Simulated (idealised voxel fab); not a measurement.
process module | voxel air gaps
cross-section cut | 240 nm wide | cells 5 nm
A cross-section is a grid of square cells, given in bands from the top down. A band is one or more rows of cells.
Each band's line starts with the height of the band's top and of its bottom, in nm. Then come its materials from left to right, each with its width in nm. One material with "throughout" fills the band from edge to edge. "air" is empty space.
Height 0 is the level under which the wafer as received is all one material. The lowest band goes on downwards, as in "0 down".
A width such as "30 to 40" changes by the same amount from each row of cells to the next, from the band's top row to its bottom row.
"no change" after a step means that no cell of the cross-section changed.
closed voids: empty space of 8 cells or more with no open way to the top, each as width x height at its distance from the left edge, in nm
after a step's settings: what the simulator itself notes on the step
overlay nm, on a step with a mask: how far to the right of its planned place the mask lay; to the left if negative
plan
1 op RECEIVE | material Si
2 op CONFORMAL_DEP | material SiO2 | thk nm 15
3 op CONFORMAL_DEP | material SiCN | thk nm 5
4 op DIRECTIONAL_DEP | material SiO2 | thk nm 30
5 op PATTERN | tone open | mask id LINES | material resist | width nm 20 | pitch nm 45 | thk nm 20 | overlay nm 0
6 op DIRECTIONAL_ETCH | etch materials SiO2 | depth nm 30
7 op STRIP | etch materials resist
8 op CONFORMAL_DEP | material TiN | thk nm 5
9 op FILL_DEP | material W | thk nm 10
10 op CMP | height nm 50
11 op EPI | material Ru | thk nm 10
12 op SELECTIVE_ETCH | etch materials SiO2 | depth nm 40
13 op CONFORMAL_DEP | material SiCN | thk nm 5
as received, after step 1
  0 down: Si throughout
  closed voids: none
a wafer at the end: this start, this plan, one mistake
  65 to 60: air 30 | SiCN 185 | air 25
  60 to 50: air 30 | SiCN 5 | Ru 40 | SiCN 5 | Ru 40 | SiCN 5 | Ru 40 | SiCN 5 | Ru 40 | SiCN 5 | air 25
  50 to 45: air 30 | SiCN 15 | TiN 5 | W 10 | TiN 5 | SiCN 25 | TiN 5 | W 10 | TiN 5 | SiCN 25 | TiN 5 | W 10 | TiN 5 | SiCN 25 | TiN 5 | W 10 | TiN 5 | SiCN 15 | air 25
  45 to 25: air 40 | SiCN 5 | TiN 5 | W 10 | TiN 5 | SiCN 5 | air 15 | SiCN 5 | TiN 5 | W 10 | TiN 5 | SiCN 5 | air 15 | SiCN 5 | TiN 5 | W 10 | TiN 5 | SiCN 5 | air 15 | SiCN 5 | TiN 5 | W 10 | TiN 5 | SiCN 5 | air 35
  25 to 20: SiCN 45 | TiN 20 | SiCN 25 | TiN 20 | SiCN 25 | TiN 20 | SiCN 25 | TiN 20 | SiCN 40
  20 to 15: SiCN throughout
  15 to 0: SiO2 throughout
  0 down: Si throughout
  closed voids: 15 x 20 at 70; 15 x 20 at 115; 15 x 20 at 160
what went wrong: step 5 ran as: op PATTERN | tone open | mask id LINES | material resist | width nm 20 | pitch nm 45 | thk nm 20 | overlay nm 5
